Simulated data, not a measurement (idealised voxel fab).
The following is a process module called voxel gate over fins.
Shown is cross-section cut, with a width of 255 nm and square cells of size 5 nm.
Think of the cross-section as a grid of square cells. We describe it in bands, top to bottom, and each band covers one or more rows of those cells. This entry defines a band. It first specifies the height of the band's top and the height of its bottom in nm, and then specifies the band's materials from left to right, stating each material with its width in nm. The word "edge to edge" identifies a single material that fills the band from edge to edge, while the word "air" identifies empty space. Height is counted from the level 0, under which the received wafer is composed throughout of one material. The lowest of the bands is not closed at the bottom but continues downward, in the notation "0 nm and below". Top row gets the first number, bottom row gets the second, and each row in between changes by the same step: that is how a band width like "30 to 40" works. Reading "same as before" for a step: not a cell of the cross-section changed in it. Reported under the label "Entrapped void list" are the empty spaces having no open way to the top and comprising 8 cells or more; the notation for each is width x height at distance, in which the distance is measured from the left edge and all three values are in nm. On each step's line, the part that comes after the settings is the simulator's own comment on the step. "overlay nm", when on a step's line for a step with a mask, measures how far to the right of its planned place the mask lay; a negative measure means to the left. Every pair from here on: before one process step, after it. The after cross-section reaches only to the lowest band that changed. Below the pair: the step in between and its settings. Pairs can belong to different runs of this module on the same starting wafer; a pair carries on from the pair above only if the entry headed "Ex-ante state" says so.

## Ex-ante state
> 10 nm to 0 nm  35 nm SiO2, then 15 nm SiN, then 40 nm SiO2, then 15 nm SiN, then 40 nm SiO2, then 15 nm SiN, then 40 nm SiO2, then 15 nm SiN, then 40 nm SiO2
> 0 nm to -25 nm  40 nm SiO2, then 5 nm Si, then 50 nm SiO2, then 5 nm Si, then 50 nm SiO2, then 5 nm Si, then 50 nm SiO2, then 5 nm Si, then 45 nm SiO2
> -25 nm to -30 nm  40 nm SiO2, then 5 nm Si, then 15 nm SiO2, then 5 nm TiN, then 5 nm W, then 5 nm TiN, then 20 nm SiO2, then 5 nm Si, then 50 nm SiO2, then 5 nm Si, then 50 nm SiO2, then 5 nm Si, then 45 nm SiO2
> -30 nm to -35 nm  40 nm SiO2, then 5 nm Si, then 15 nm SiO2, then 15 nm TiN, then 20 nm SiO2, then 5 nm Si, then 50 nm SiO2, then 5 nm Si, then 50 nm SiO2, then 5 nm Si, then 45 nm SiO2
> -35 nm to -45 nm  40 nm SiO2, then 5 nm Si, then 50 nm SiO2, then 5 nm Si, then 50 nm SiO2, then 5 nm Si, then 50 nm SiO2, then 5 nm Si, then 45 nm SiO2
> -45 nm and below  Si edge to edge
> Entrapped void list: none

## State After Step
> 10 nm to 0 nm  35 nm SiO2, then 15 nm air, then 40 nm SiO2, then 15 nm air, then 40 nm SiO2, then 15 nm air, then 40 nm SiO2, then 15 nm air, then 40 nm SiO2
> Everything below 0 is unchanged.
> Entrapped void list: none
Step, pre vs post cross-sections above: STRIP, etch materials SiN

Ex-ante state: the cross-section after the pair above

## State After Step
> 0 nm to -15 nm  40 nm air, then 5 nm Si, then 50 nm air, then 5 nm Si, then 50 nm air, then 5 nm Si, then 50 nm air, then 5 nm Si, then 45 nm air
> -15 nm to -25 nm  10 nm SiO2, then 30 nm air, then 5 nm Si, then 50 nm air, then 5 nm Si, then 50 nm air, then 5 nm Si, then 50 nm air, then 5 nm Si, then 30 nm air, then 15 nm SiO2
> Everything below -25 is unchanged.
> Entrapped void list: none
Step, pre vs post cross-sections above: SELECTIVE_ETCH, etch materials SiO2, depth nm 25

Ex-ante state: the cross-section after the pair above

## State After Step
> 5 nm to 0 nm  35 nm air, then 15 nm HfO2, then 40 nm air, then 15 nm HfO2, then 40 nm air, then 15 nm HfO2, then 40 nm air, then 15 nm HfO2, then 40 nm air
> 0 nm to -10 nm  35 nm air, then 5 nm HfO2, then 5 nm Si, then 5 nm HfO2, then 40 nm air, then 5 nm HfO2, then 5 nm Si, then 5 nm HfO2, then 40 nm air, then 5 nm HfO2, then 5 nm Si, then 5 nm HfO2, then 40 nm air, then 5 nm HfO2, then 5 nm Si, then 5 nm HfO2, then 40 nm air
> -10 nm to -15 nm  15 nm HfO2, then 20 nm air, then 5 nm HfO2, then 5 nm Si, then 5 nm HfO2, then 40 nm air, then 5 nm HfO2, then 5 nm Si, then 5 nm HfO2, then 40 nm air, then 5 nm HfO2, then 5 nm Si, then 5 nm HfO2, then 40 nm air, then 5 nm HfO2, then 5 nm Si, then 5 nm HfO2, then 20 nm air, then 20 nm HfO2
> -15 nm to -20 nm  10 nm SiO2, then 5 nm HfO2, then 20 nm air, then 5 nm HfO2, then 5 nm Si, then 5 nm HfO2, then 40 nm air, then 5 nm HfO2, then 5 nm Si, then 5 nm HfO2, then 40 nm air, then 5 nm HfO2, then 5 nm Si, then 5 nm HfO2, then 40 nm air, then 5 nm HfO2, then 5 nm Si, then 5 nm HfO2, then 20 nm air, then 5 nm HfO2, then 15 nm SiO2
> -20 nm to -25 nm  10 nm SiO2, then 30 nm HfO2, then 5 nm Si, then 50 nm HfO2, then 5 nm Si, then 50 nm HfO2, then 5 nm Si, then 50 nm HfO2, then 5 nm Si, then 30 nm HfO2, then 15 nm SiO2
> Everything below -25 is unchanged.
> Entrapped void list: none
Step, pre vs post cross-sections above: CONFORMAL_DEP, material HfO2, thk nm 5

Ex-ante state: the cross-section after the pair above

## State After Step
> 10 nm to 5 nm  30 nm air, then 25 nm TiN, then 30 nm air, then 25 nm TiN, then 30 nm air, then 25 nm TiN, then 30 nm air, then 25 nm TiN, then 35 nm air
> 5 nm to 0 nm  30 nm air, then 5 nm TiN, then 15 nm HfO2, then 5 nm TiN, then 30 nm air, then 5 nm TiN, then 15 nm HfO2, then 5 nm TiN, then 30 nm air, then 5 nm TiN, then 15 nm HfO2, then 5 nm TiN, then 30 nm air, then 5 nm TiN, then 15 nm HfO2, then 5 nm TiN, then 35 nm air
> 0 nm to -5 nm  30 nm air, then 5 nm TiN, then 5 nm HfO2, then 5 nm Si, then 5 nm HfO2, then 5 nm TiN, then 30 nm air, then 5 nm TiN, then 5 nm HfO2, then 5 nm Si, then 5 nm HfO2, then 5 nm TiN, then 30 nm air, then 5 nm TiN, then 5 nm HfO2, then 5 nm Si, then 5 nm HfO2, then 5 nm TiN, then 30 nm air, then 5 nm TiN, then 5 nm HfO2, then 5 nm Si, then 5 nm HfO2, then 5 nm TiN, then 35 nm air
> -5 nm to -10 nm  20 nm TiN, then 10 nm air, then 5 nm TiN, then 5 nm HfO2, then 5 nm Si, then 5 nm HfO2, then 5 nm TiN, then 30 nm air, then 5 nm TiN, then 5 nm HfO2, then 5 nm Si, then 5 nm HfO2, then 5 nm TiN, then 30 nm air, then 5 nm TiN, then 5 nm HfO2, then 5 nm Si, then 5 nm HfO2, then 5 nm TiN, then 30 nm air, then 5 nm TiN, then 5 nm HfO2, then 5 nm Si, then 5 nm HfO2, then 5 nm TiN, then 10 nm air, then 25 nm TiN
> -10 nm to -15 nm  15 nm HfO2, then 5 nm TiN, then 10 nm air, then 5 nm TiN, then 5 nm HfO2, then 5 nm Si, then 5 nm HfO2, then 5 nm TiN, then 30 nm air, then 5 nm TiN, then 5 nm HfO2, then 5 nm Si, then 5 nm HfO2, then 5 nm TiN, then 30 nm air, then 5 nm TiN, then 5 nm HfO2, then 5 nm Si, then 5 nm HfO2, then 5 nm TiN, then 30 nm air, then 5 nm TiN, then 5 nm HfO2, then 5 nm Si, then 5 nm HfO2, then 5 nm TiN, then 10 nm air, then 5 nm TiN, then 20 nm HfO2
> -15 nm to -20 nm  10 nm SiO2, then 5 nm HfO2, then 20 nm TiN, then 5 nm HfO2, then 5 nm Si, then 5 nm HfO2, then 40 nm TiN, then 5 nm HfO2, then 5 nm Si, then 5 nm HfO2, then 40 nm TiN, then 5 nm HfO2, then 5 nm Si, then 5 nm HfO2, then 40 nm TiN, then 5 nm HfO2, then 5 nm Si, then 5 nm HfO2, then 20 nm TiN, then 5 nm HfO2, then 15 nm SiO2
> Everything below -20 is unchanged.
> Entrapped void list: none
Step, pre vs post cross-sections above: CONFORMAL_DEP, material TiN, thk nm 5

Ex-ante state: the cross-section after the pair above

## State After Step
> 25 nm to 10 nm  W edge to edge
> 10 nm to 5 nm  30 nm W, then 25 nm TiN, then 30 nm W, then 25 nm TiN, then 30 nm W, then 25 nm TiN, then 30 nm W, then 25 nm TiN, then 35 nm W
> 5 nm to 0 nm  30 nm W, then 5 nm TiN, then 15 nm HfO2, then 5 nm TiN, then 30 nm W, then 5 nm TiN, then 15 nm HfO2, then 5 nm TiN, then 30 nm W, then 5 nm TiN, then 15 nm HfO2, then 5 nm TiN, then 30 nm W, then 5 nm TiN, then 15 nm HfO2, then 5 nm TiN, then 35 nm W
> 0 nm to -5 nm  30 nm W, then 5 nm TiN, then 5 nm HfO2, then 5 nm Si, then 5 nm HfO2, then 5 nm TiN, then 30 nm W, then 5 nm TiN, then 5 nm HfO2, then 5 nm Si, then 5 nm HfO2, then 5 nm TiN, then 30 nm W, then 5 nm TiN, then 5 nm HfO2, then 5 nm Si, then 5 nm HfO2, then 5 nm TiN, then 30 nm W, then 5 nm TiN, then 5 nm HfO2, then 5 nm Si, then 5 nm HfO2, then 5 nm TiN, then 35 nm W
> -5 nm to -10 nm  20 nm TiN, then 10 nm W, then 5 nm TiN, then 5 nm HfO2, then 5 nm Si, then 5 nm HfO2, then 5 nm TiN, then 30 nm W, then 5 nm TiN, then 5 nm HfO2, then 5 nm Si, then 5 nm HfO2, then 5 nm TiN, then 30 nm W, then 5 nm TiN, then 5 nm HfO2, then 5 nm Si, then 5 nm HfO2, then 5 nm TiN, then 30 nm W, then 5 nm TiN, then 5 nm HfO2, then 5 nm Si, then 5 nm HfO2, then 5 nm TiN, then 10 nm W, then 25 nm TiN
> -10 nm to -15 nm  15 nm HfO2, then 5 nm TiN, then 10 nm W, then 5 nm TiN, then 5 nm HfO2, then 5 nm Si, then 5 nm HfO2, then 5 nm TiN, then 30 nm W, then 5 nm TiN, then 5 nm HfO2, then 5 nm Si, then 5 nm HfO2, then 5 nm TiN, then 30 nm W, then 5 nm TiN, then 5 nm HfO2, then 5 nm Si, then 5 nm HfO2, then 5 nm TiN, then 30 nm W, then 5 nm TiN, then 5 nm HfO2, then 5 nm Si, then 5 nm HfO2, then 5 nm TiN, then 10 nm W, then 5 nm TiN, then 20 nm HfO2
> Everything below -15 is unchanged.
> Entrapped void list: none
Step, pre vs post cross-sections above: FILL_DEP, material W, thk nm 15

Ex-ante state: the cross-section after the pair above

## State After Step
> 20 nm to 10 nm  W edge to edge
> Everything below 10 is unchanged.
> Entrapped void list: none
Step, pre vs post cross-sections above: CMP, height nm 20

Ex-ante state: the cross-section after the pair above

## State After Step
> 30 nm to 20 nm  SiCN edge to edge
> Everything below 20 is unchanged.
> Entrapped void list: none
Step, pre vs post cross-sections above: CONFORMAL_DEP, material SiCN, thk nm 10

## Ex-ante state
> 0 nm to -15 nm  40 nm air, then 5 nm Si, then 50 nm air, then 5 nm Si, then 50 nm air, then 5 nm Si, then 50 nm air, then 5 nm Si, then 45 nm air
> -15 nm to -25 nm  40 nm SiO2, then 5 nm Si, then 50 nm SiO2, then 5 nm Si, then 50 nm SiO2, then 5 nm Si, then 50 nm SiO2, then 5 nm Si, then 45 nm SiO2
> -25 nm to -30 nm  40 nm SiO2, then 5 nm Si, then 15 nm SiO2, then 5 nm TiN, then 5 nm W, then 5 nm TiN, then 20 nm SiO2, then 5 nm Si, then 50 nm SiO2, then 5 nm Si, then 50 nm SiO2, then 5 nm Si, then 45 nm SiO2
> -30 nm to -35 nm  40 nm SiO2, then 5 nm Si, then 15 nm SiO2, then 15 nm TiN, then 20 nm SiO2, then 5 nm Si, then 50 nm SiO2, then 5 nm Si, then 50 nm SiO2, then 5 nm Si, then 45 nm SiO2
> -35 nm to -45 nm  40 nm SiO2, then 5 nm Si, then 50 nm SiO2, then 5 nm Si, then 50 nm SiO2, then 5 nm Si, then 50 nm SiO2, then 5 nm Si, then 45 nm SiO2
> -45 nm and below  Si edge to edge
> Entrapped void list: none

## State After Step
> 15 nm to 0 nm  25 nm air, then 35 nm HfO2, then 20 nm air, then 35 nm HfO2, then 20 nm air, then 35 nm HfO2, then 20 nm air, then 35 nm HfO2, then 30 nm air
> 0 nm to -15 nm  40 nm HfO2, then 5 nm Si, then 50 nm HfO2, then 5 nm Si, then 50 nm HfO2, then 5 nm Si, then 50 nm HfO2, then 5 nm Si, then 45 nm HfO2
> Everything below -15 is unchanged.
> Entrapped void list: none
Step, pre vs post cross-sections above: CONFORMAL_DEP, material HfO2, thk nm 15

Ex-ante state: the cross-section after the pair above

## State After Step
> 20 nm to 15 nm  20 nm air, then 45 nm TiN, then 10 nm air, then 45 nm TiN, then 10 nm air, then 45 nm TiN, then 10 nm air, then 45 nm TiN, then 25 nm air
> 15 nm to 5 nm  20 nm air, then 5 nm TiN, then 35 nm HfO2, then 5 nm TiN, then 10 nm air, then 5 nm TiN, then 35 nm HfO2, then 5 nm TiN, then 10 nm air, then 5 nm TiN, then 35 nm HfO2, then 5 nm TiN, then 10 nm air, then 5 nm TiN, then 35 nm HfO2, then 5 nm TiN, then 25 nm air
> 5 nm to 0 nm  25 nm TiN, then 35 nm HfO2, then 20 nm TiN, then 35 nm HfO2, then 20 nm TiN, then 35 nm HfO2, then 20 nm TiN, then 35 nm HfO2, then 30 nm TiN
> Everything below 0 is unchanged.
> Entrapped void list: none
Step, pre vs post cross-sections above: CONFORMAL_DEP, material TiN, thk nm 5

Ex-ante state: the cross-section after the pair above

## State After Step
> 35 nm to 20 nm  W edge to edge
> 20 nm to 15 nm  20 nm W, then 45 nm TiN, then 10 nm W, then 45 nm TiN, then 10 nm W, then 45 nm TiN, then 10 nm W, then 45 nm TiN, then 25 nm W
> 15 nm to 5 nm  20 nm W, then 5 nm TiN, then 35 nm HfO2, then 5 nm TiN, then 10 nm W, then 5 nm TiN, then 35 nm HfO2, then 5 nm TiN, then 10 nm W, then 5 nm TiN, then 35 nm HfO2, then 5 nm TiN, then 10 nm W, then 5 nm TiN, then 35 nm HfO2, then 5 nm TiN, then 25 nm W
> Everything below 5 is unchanged.
> Entrapped void list: none
Step, pre vs post cross-sections above: FILL_DEP, material W, thk nm 15

Ex-ante state: the cross-section after the pair above

## State After Step
> 20 nm to 15 nm  20 nm W, then 45 nm TiN, then 10 nm W, then 45 nm TiN, then 10 nm W, then 45 nm TiN, then 10 nm W, then 45 nm TiN, then 25 nm W
> Everything below 15 is unchanged.
> Entrapped void list: none
Step, pre vs post cross-sections above: CMP, height nm 20

Ex-ante state: the cross-section after the pair above

## State After Step
> 30 nm to 20 nm  SiCN edge to edge
> Everything below 20 is unchanged.
> Entrapped void list: none
Step, pre vs post cross-sections above: CONFORMAL_DEP, material SiCN, thk nm 10

## Ex-ante state
> 20 nm to 10 nm  aC edge to edge
> 10 nm to 0 nm  35 nm SiO2, then 15 nm SiN, then 40 nm SiO2, then 15 nm SiN, then 40 nm SiO2, then 15 nm SiN, then 40 nm SiO2, then 15 nm SiN, then 40 nm SiO2
> 0 nm to -45 nm  40 nm SiO2, then 5 nm Si, then 50 nm SiO2, then 5 nm Si, then 50 nm SiO2, then 5 nm Si, then 50 nm SiO2, then 5 nm Si, then 45 nm SiO2
> -45 nm and below  Si edge to edge
> Entrapped void list: none

## State After Step
> 50 nm to 20 nm  55 nm resist, then 25 nm air, then 175 nm resist
> Everything below 20 is unchanged.
> Entrapped void list: none
Step, pre vs post cross-sections above: PATTERN, tone open, mask id RAIL, material resist, width nm 25, thk nm 30, overlay nm 0

Ex-ante state: the cross-section after the pair above

## State After Step
> 40 nm to 20 nm  55 nm resist, then 25 nm air, then 175 nm resist
> 20 nm to 10 nm  55 nm aC, then 25 nm air, then 175 nm aC
> Everything below 10 is unchanged.
> Entrapped void list: none
Step, pre vs post cross-sections above: DIRECTIONAL_ETCH, etch materials aC, depth nm 10

Ex-ante state: the cross-section after the pair above

## State After Step
> 20 nm to 10 nm  55 nm aC, then 25 nm air, then 175 nm aC
> Everything below 10 is unchanged.
> Entrapped void list: none
Step, pre vs post cross-sections above: STRIP, etch materials resist

Ex-ante state: the cross-section after the pair above

## State After Step
> 20 nm to 10 nm  55 nm aC, then 25 nm air, then 175 nm aC
> 10 nm to 0 nm  35 nm SiO2, then 15 nm SiN, then 5 nm SiO2, then 25 nm air, then 10 nm SiO2, then 15 nm SiN, then 40 nm SiO2, then 15 nm SiN, then 40 nm SiO2, then 15 nm SiN, then 40 nm SiO2
> 0 nm to -35 nm  40 nm SiO2, then 5 nm Si, then 10 nm SiO2, then 25 nm air, then 15 nm SiO2, then 5 nm Si, then 50 nm SiO2, then 5 nm Si, then 50 nm SiO2, then 5 nm Si, then 45 nm SiO2
> Everything below -35 is unchanged.
> Entrapped void list: none
Step, pre vs post cross-sections above: DIRECTIONAL_ETCH, etch materials SiO2, depth nm 45

Ex-ante state: the cross-section after the pair above

## State After Step
> 10 nm to 0 nm  35 nm SiO2, then 15 nm SiN, then 5 nm SiO2, then 25 nm air, then 10 nm SiO2, then 15 nm SiN, then 40 nm SiO2, then 15 nm SiN, then 40 nm SiO2, then 15 nm SiN, then 40 nm SiO2
> Everything below 0 is unchanged.
> Entrapped void list: none
Step, pre vs post cross-sections above: STRIP, etch materials aC

Ex-ante state: the cross-section after the pair above

## State After Step
> 15 nm to 10 nm  60 nm TiN, then 15 nm air, then 180 nm TiN
> 10 nm to 0 nm  35 nm SiO2, then 15 nm SiN, then 5 nm SiO2, then 5 nm TiN, then 15 nm air, then 5 nm TiN, then 10 nm SiO2, then 15 nm SiN, then 40 nm SiO2, then 15 nm SiN, then 40 nm SiO2, then 15 nm SiN, then 40 nm SiO2
> 0 nm to -30 nm  40 nm SiO2, then 5 nm Si, then 10 nm SiO2, then 5 nm TiN, then 15 nm air, then 5 nm TiN, then 15 nm SiO2, then 5 nm Si, then 50 nm SiO2, then 5 nm Si, then 50 nm SiO2, then 5 nm Si, then 45 nm SiO2
> -30 nm to -35 nm  40 nm SiO2, then 5 nm Si, then 10 nm SiO2, then 25 nm TiN, then 15 nm SiO2, then 5 nm Si, then 50 nm SiO2, then 5 nm Si, then 50 nm SiO2, then 5 nm Si, then 45 nm SiO2
> Everything below -35 is unchanged.
> Entrapped void list: none
Step, pre vs post cross-sections above: CONFORMAL_DEP, material TiN, thk nm 5

Ex-ante state: the cross-section after the pair above

## State After Step
> 25 nm to 15 nm  W edge to edge
> 15 nm to 10 nm  60 nm TiN, then 15 nm W, then 180 nm TiN
> 10 nm to 0 nm  35 nm SiO2, then 15 nm SiN, then 5 nm SiO2, then 5 nm TiN, then 15 nm W, then 5 nm TiN, then 10 nm SiO2, then 15 nm SiN, then 40 nm SiO2, then 15 nm SiN, then 40 nm SiO2, then 15 nm SiN, then 40 nm SiO2
> 0 nm to -30 nm  40 nm SiO2, then 5 nm Si, then 10 nm SiO2, then 5 nm TiN, then 15 nm W, then 5 nm TiN, then 15 nm SiO2, then 5 nm Si, then 50 nm SiO2, then 5 nm Si, then 50 nm SiO2, then 5 nm Si, then 45 nm SiO2
> Everything below -30 is unchanged.
> Entrapped void list: none
Step, pre vs post cross-sections above: FILL_DEP, material W, thk nm 10

Ex-ante state: the cross-section after the pair above

## State After Step
> 10 nm to 0 nm  35 nm SiO2, then 15 nm SiN, then 5 nm SiO2, then 5 nm TiN, then 15 nm W, then 5 nm TiN, then 10 nm SiO2, then 15 nm SiN, then 40 nm SiO2, then 15 nm SiN, then 40 nm SiO2, then 15 nm SiN, then 40 nm SiO2
> Everything below 0 is unchanged.
> Entrapped void list: none
Step, pre vs post cross-sections above: CMP, height nm 10

Ex-ante state: the cross-section after the pair above

## State After Step
> 10 nm to 0 nm  35 nm SiO2, then 15 nm SiN, then 5 nm SiO2, then 25 nm air, then 10 nm SiO2, then 15 nm SiN, then 40 nm SiO2, then 15 nm SiN, then 40 nm SiO2, then 15 nm SiN, then 40 nm SiO2
> 0 nm to -25 nm  40 nm SiO2, then 5 nm Si, then 10 nm SiO2, then 25 nm air, then 15 nm SiO2, then 5 nm Si, then 50 nm SiO2, then 5 nm Si, then 50 nm SiO2, then 5 nm Si, then 45 nm SiO2
> Everything below -25 is unchanged.
> Entrapped void list: none
Step, pre vs post cross-sections above: SELECTIVE_ETCH, etch materials W Ru TiN, depth nm 35

Ex-ante state: the cross-section after the pair above

## State After Step
> 15 nm to 10 nm  SiO2 edge to edge
> 10 nm to 0 nm  35 nm SiO2, then 15 nm SiN, then 40 nm SiO2, then 15 nm SiN, then 40 nm SiO2, then 15 nm SiN, then 40 nm SiO2, then 15 nm SiN, then 40 nm SiO2
> 0 nm to -25 nm  40 nm SiO2, then 5 nm Si, then 50 nm SiO2, then 5 nm Si, then 50 nm SiO2, then 5 nm Si, then 50 nm SiO2, then 5 nm Si, then 45 nm SiO2
> Everything below -25 is unchanged.
> Entrapped void list: none
Step, pre vs post cross-sections above: FILL_DEP, material SiO2, thk nm 5

Ex-ante state: the cross-section after the pair above

## State After Step
> 10 nm to 0 nm  35 nm SiO2, then 15 nm SiN, then 40 nm SiO2, then 15 nm SiN, then 40 nm SiO2, then 15 nm SiN, then 40 nm SiO2, then 15 nm SiN, then 40 nm SiO2
> Everything below 0 is unchanged.
> Entrapped void list: none
Step, pre vs post cross-sections above: CMP, height nm 10

Ex-ante state: the cross-section after the pair above

## State After Step
> 10 nm to 0 nm  35 nm air, then 15 nm SiN, then 40 nm air, then 15 nm SiN, then 40 nm air, then 15 nm SiN, then 40 nm air, then 15 nm SiN, then 40 nm air
> 0 nm to -15 nm  40 nm air, then 5 nm Si, then 50 nm air, then 5 nm Si, then 50 nm air, then 5 nm Si, then 50 nm air, then 5 nm Si, then 45 nm air
> Everything below -15 is unchanged.
> Entrapped void list: none
Step, pre vs post cross-sections above: SELECTIVE_ETCH, etch materials SiO2, depth nm 25

Ex-ante state: the cross-section after the pair above

## State After Step
> 0 nm to -15 nm  40 nm air, then 5 nm Si, then 50 nm air, then 5 nm Si, then 50 nm air, then 5 nm Si, then 50 nm air, then 5 nm Si, then 45 nm air
> Everything below -15 is unchanged.
> Entrapped void list: none
Step, pre vs post cross-sections above: STRIP, etch materials SiN

Ex-ante state: the cross-section after the pair above

## State After Step
> 5 nm to 0 nm  35 nm air, then 15 nm HfO2, then 40 nm air, then 15 nm HfO2, then 40 nm air, then 15 nm HfO2, then 40 nm air, then 15 nm HfO2, then 40 nm air
> 0 nm to -10 nm  35 nm air, then 5 nm HfO2, then 5 nm Si, then 5 nm HfO2, then 40 nm air, then 5 nm HfO2, then 5 nm Si, then 5 nm HfO2, then 40 nm air, then 5 nm HfO2, then 5 nm Si, then 5 nm HfO2, then 40 nm air, then 5 nm HfO2, then 5 nm Si, then 5 nm HfO2, then 40 nm air
> -10 nm to -15 nm  40 nm HfO2, then 5 nm Si, then 50 nm HfO2, then 5 nm Si, then 50 nm HfO2, then 5 nm Si, then 50 nm HfO2, then 5 nm Si, then 45 nm HfO2
> Everything below -15 is unchanged.
> Entrapped void list: none
Step, pre vs post cross-sections above: CONFORMAL_DEP, material HfO2, thk nm 5

Ex-ante state: the cross-section after the pair above

## State After Step
> 10 nm to 5 nm  30 nm air, then 25 nm TiN, then 30 nm air, then 25 nm TiN, then 30 nm air, then 25 nm TiN, then 30 nm air, then 25 nm TiN, then 35 nm air
> 5 nm to 0 nm  30 nm air, then 5 nm TiN, then 15 nm HfO2, then 5 nm TiN, then 30 nm air, then 5 nm TiN, then 15 nm HfO2, then 5 nm TiN, then 30 nm air, then 5 nm TiN, then 15 nm HfO2, then 5 nm TiN, then 30 nm air, then 5 nm TiN, then 15 nm HfO2, then 5 nm TiN, then 35 nm air
> 0 nm to -5 nm  30 nm air, then 5 nm TiN, then 5 nm HfO2, then 5 nm Si, then 5 nm HfO2, then 5 nm TiN, then 30 nm air, then 5 nm TiN, then 5 nm HfO2, then 5 nm Si, then 5 nm HfO2, then 5 nm TiN, then 30 nm air, then 5 nm TiN, then 5 nm HfO2, then 5 nm Si, then 5 nm HfO2, then 5 nm TiN, then 30 nm air, then 5 nm TiN, then 5 nm HfO2, then 5 nm Si, then 5 nm HfO2, then 5 nm TiN, then 35 nm air
> -5 nm to -10 nm  35 nm TiN, then 5 nm HfO2, then 5 nm Si, then 5 nm HfO2, then 40 nm TiN, then 5 nm HfO2, then 5 nm Si, then 5 nm HfO2, then 40 nm TiN, then 5 nm HfO2, then 5 nm Si, then 5 nm HfO2, then 40 nm TiN, then 5 nm HfO2, then 5 nm Si, then 5 nm HfO2, then 40 nm TiN
> Everything below -10 is unchanged.
> Entrapped void list: none
Step, pre vs post cross-sections above: CONFORMAL_DEP, material TiN, thk nm 5

Ex-ante state: the cross-section after the pair above

## State After Step
> 25 nm to 10 nm  W edge to edge
> 10 nm to 5 nm  30 nm W, then 25 nm TiN, then 30 nm W, then 25 nm TiN, then 30 nm W, then 25 nm TiN, then 30 nm W, then 25 nm TiN, then 35 nm W
> 5 nm to 0 nm  30 nm W, then 5 nm TiN, then 15 nm HfO2, then 5 nm TiN, then 30 nm W, then 5 nm TiN, then 15 nm HfO2, then 5 nm TiN, then 30 nm W, then 5 nm TiN, then 15 nm HfO2, then 5 nm TiN, then 30 nm W, then 5 nm TiN, then 15 nm HfO2, then 5 nm TiN, then 35 nm W
> 0 nm to -5 nm  30 nm W, then 5 nm TiN, then 5 nm HfO2, then 5 nm Si, then 5 nm HfO2, then 5 nm TiN, then 30 nm W, then 5 nm TiN, then 5 nm HfO2, then 5 nm Si, then 5 nm HfO2, then 5 nm TiN, then 30 nm W, then 5 nm TiN, then 5 nm HfO2, then 5 nm Si, then 5 nm HfO2, then 5 nm TiN, then 30 nm W, then 5 nm TiN, then 5 nm HfO2, then 5 nm Si, then 5 nm HfO2, then 5 nm TiN, then 35 nm W
> Everything below -5 is unchanged.
> Entrapped void list: none
Step, pre vs post cross-sections above: FILL_DEP, material W, thk nm 15

Ex-ante state: the cross-section after the pair above

## State After Step
> 20 nm to 10 nm  W edge to edge
> Everything below 10 is unchanged.
> Entrapped void list: none
Step, pre vs post cross-sections above: CMP, height nm 20

Ex-ante state: the cross-section after the pair above

## State After Step
> 30 nm to 20 nm  SiCN edge to edge
> Everything below 20 is unchanged.
> Entrapped void list: none
Step, pre vs post cross-sections above: CONFORMAL_DEP, material SiCN, thk nm 10

## Ex-ante state
> 10 nm to 0 nm  35 nm air, then 15 nm SiN, then 40 nm air, then 15 nm SiN, then 40 nm air, then 15 nm SiN, then 40 nm air, then 15 nm SiN, then 40 nm air
> 0 nm and below  Si edge to edge
> Entrapped void list: none

## State After Step
> 10 nm to 0 nm  35 nm air, then 15 nm SiN, then 40 nm air, then 15 nm SiN, then 40 nm air, then 15 nm SiN, then 40 nm air, then 15 nm SiN, then 40 nm air
> 0 nm to -40 nm  25 nm air, then 25 nm Si, then 30 nm air, then 25 nm Si, then 30 nm air, then 25 nm Si, then 30 nm air, then 25 nm Si, then 40 nm air
> Everything below -40 is unchanged.
> Entrapped void list: none
Step, pre vs post cross-sections above: MASKED_ETCH, tone cover, mask id FINS, width nm 15, pitch nm 55, etch materials Si, depth nm 40, overlay nm -10

Ex-ante state: the cross-section after the pair above

## State After Step
> 10 nm to 0 nm  35 nm air, then 15 nm SiN, then 40 nm air, then 15 nm SiN, then 40 nm air, then 15 nm SiN, then 40 nm air, then 15 nm SiN, then 40 nm air
> 0 nm to -5 nm  25 nm air, then 15 nm SiO2, then 5 nm Si, then 5 nm SiO2, then 30 nm air, then 15 nm SiO2, then 5 nm Si, then 5 nm SiO2, then 30 nm air, then 15 nm SiO2, then 5 nm Si, then 5 nm SiO2, then 30 nm air, then 15 nm SiO2, then 5 nm Si, then 5 nm SiO2, then 40 nm air
> -5 nm to -40 nm  25 nm air, then 5 nm SiO2, then 15 nm Si, then 5 nm SiO2, then 30 nm air, then 5 nm SiO2, then 15 nm Si, then 5 nm SiO2, then 30 nm air, then 5 nm SiO2, then 15 nm Si, then 5 nm SiO2, then 30 nm air, then 5 nm SiO2, then 15 nm Si, then 5 nm SiO2, then 40 nm air
> -40 nm to -45 nm  30 nm SiO2, then 15 nm Si, then 40 nm SiO2, then 15 nm Si, then 40 nm SiO2, then 15 nm Si, then 40 nm SiO2, then 15 nm Si, then 45 nm SiO2
> Everything below -45 is unchanged.
> Entrapped void list: none
Step, pre vs post cross-sections above: OXIDIZE, depth nm 5

Ex-ante state: the cross-section after the pair above

## State After Step
> 20 nm to 10 nm  SiO2 edge to edge
> 10 nm to 0 nm  35 nm SiO2, then 15 nm SiN, then 40 nm SiO2, then 15 nm SiN, then 40 nm SiO2, then 15 nm SiN, then 40 nm SiO2, then 15 nm SiN, then 40 nm SiO2
> 0 nm to -5 nm  40 nm SiO2, then 5 nm Si, then 50 nm SiO2, then 5 nm Si, then 50 nm SiO2, then 5 nm Si, then 50 nm SiO2, then 5 nm Si, then 45 nm SiO2
> -5 nm to -45 nm  30 nm SiO2, then 15 nm Si, then 40 nm SiO2, then 15 nm Si, then 40 nm SiO2, then 15 nm Si, then 40 nm SiO2, then 15 nm Si, then 45 nm SiO2
> Everything below -45 is unchanged.
> Entrapped void list: none
Step, pre vs post cross-sections above: FILL_DEP, material SiO2, thk nm 10

Ex-ante state: the cross-section after the pair above

## State After Step
> 10 nm to 0 nm  35 nm SiO2, then 15 nm SiN, then 40 nm SiO2, then 15 nm SiN, then 40 nm SiO2, then 15 nm SiN, then 40 nm SiO2, then 15 nm SiN, then 40 nm SiO2
> Everything below 0 is unchanged.
> Entrapped void list: none
Step, pre vs post cross-sections above: CMP, height nm 10

Ex-ante state: the cross-section after the pair above

## State After Step
> 20 nm to 10 nm  aC edge to edge
> Everything below 10 is unchanged.
> Entrapped void list: none
Step, pre vs post cross-sections above: DIRECTIONAL_DEP, material aC, thk nm 10

Ex-ante state: the cross-section after the pair above

## State After Step
> 50 nm to 20 nm  60 nm resist, then 15 nm air, then 180 nm resist
> Everything below 20 is unchanged.
> Entrapped void list: none
Step, pre vs post cross-sections above: PATTERN, tone open, mask id RAIL, material resist, width nm 15, thk nm 30, overlay nm 0

Ex-ante state: the cross-section after the pair above

## State After Step
> 40 nm to 20 nm  60 nm resist, then 15 nm air, then 180 nm resist
> 20 nm to 10 nm  60 nm aC, then 15 nm air, then 180 nm aC
> Everything below 10 is unchanged.
> Entrapped void list: none
Step, pre vs post cross-sections above: DIRECTIONAL_ETCH, etch materials aC, depth nm 10
